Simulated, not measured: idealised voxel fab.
The document below concerns the process module designated voxel double patterning.
Section cut is 240 nm wide and gridded with 5 nm square cells.
A cross-section in this document is a grid of square cells, and it is written down as bands, the top band listed before the ones below it; a band is made up of one or more rows of cells.
Top, bottom (nm), then materials left to right with widths (nm); lone material tagged "edge to edge" fills the whole band edge to edge; "empty" = empty space.
Counting heights begins at 0, where everything beneath is, in the wafer as received, one material. The lowest band has no bottom; it goes on downwards, as "z 0 and below" shows.
With a width like "30..40", each row of cells in the band differs from the next by the same amount, the top row carrying the first number and the bottom row the second.
No cell of the cross-section changed in a step that is given as "no modifications".
This entry, "Trapped cavities", enumerates those empty regions of no fewer than 8 cells that possess no open connection to the top. Each region is reported in the form width x height at distance, the distance being taken from the left edge, with all three quantities expressed in nm.
Text after the settings on a step's line: the simulator's own remark on that step.
If you see "overlay nm" on a step's line and that step has a mask, it's telling you how far right of where it was planned the mask ended up; a negative number means it went left instead.

**Set out below are the planned steps of the process**
| 1 | RECEIVE | material Si |
| 2 | CONFORMAL_DEP | material SiO2 | thk nm 10 |
| 3 | DIRECTIONAL_DEP | material polySi | thk nm 15 |
| 4 | DIRECTIONAL_DEP | material SiN | thk nm 10 |
| 5 | MASKED_ETCH | tone open | mask id FIRST | width nm 15 | pitch nm 50 | etch materials SiN | depth nm 10 | overlay nm 0 |
| 6 | MASKED_ETCH | tone open | mask id SECOND | width nm 15 | pitch nm 50 | etch materials SiN | depth nm 10 | overlay nm 0 |
| 7 | DIRECTIONAL_ETCH | etch materials polySi | depth nm 15 |
| 8 | STRIP | etch materials SiN |

**First out of two wafers; run went to plan**

**Cross-section, incoming material, after step 1**
  z 0 and below: Si edge to edge
  Trapped cavities: none

**Sectional view: wafer, after step 2**
  z 10 to 0: SiO2 edge to edge
  Unchanged below 0.

**Sectional view: wafer, after step 3**
  z 25 to 10: polySi edge to edge
  Unchanged below 10.

**Sectional view: wafer, after step 4**
  z 35 to 25: SiN edge to edge
  Unchanged below 25.

**Sectional view: wafer, after step 5**
  z 35 to 25: 60 of SiN  15 of empty  35 of SiN  15 of empty  35 of SiN  15 of empty  65 of SiN
  Unchanged below 25.

**Sectional view: wafer, after step 6**
  z 35 to 25: 60 of SiN  15 of empty  10 of SiN  15 of empty  10 of SiN  15 of empty  10 of SiN  15 of empty  10 of SiN  15 of empty  65 of SiN
  Unchanged below 25.

**Sectional view: wafer, after step 7**
  z 35 to 25: 60 of SiN  15 of empty  10 of SiN  15 of empty  10 of SiN  15 of empty  10 of SiN  15 of empty  10 of SiN  15 of empty  65 of SiN
  z 25 to 10: 60 of polySi  15 of empty  10 of polySi  15 of empty  10 of polySi  15 of empty  10 of polySi  15 of empty  10 of polySi  15 of empty  65 of polySi
  Unchanged below 10.

**Sectional view: wafer, after step 8**
  z 25 to 10: 60 of polySi  15 of empty  10 of polySi  15 of empty  10 of polySi  15 of empty  10 of polySi  15 of empty  10 of polySi  15 of empty  65 of polySi
  Unchanged below 10.

**The second wafer began exactly as the first did and followed the same plan, but one mistake was made while running it; through step 3 inclusive, the two wafers are identical**

**Second wafer, cross-section, planned end of step 4**
  z 35 to 25: SiO2 edge to edge
  Unchanged below 25.

Second wafer, cross-section, planned end of step 5: no modifications

Second wafer, cross-section, planned end of step 6: no modifications

Second wafer, cross-section, planned end of step 7: no modifications

Second wafer, cross-section, planned end of step 8: no modifications
Error vs. plan: step 4 did not use the planned setting and instead ran as DIRECTIONAL_DEP | material SiO2 | thk nm 10
End check, counted in cells, second wafer has more or fewer of these materials than the first: +96 SiO2; +45 polySi
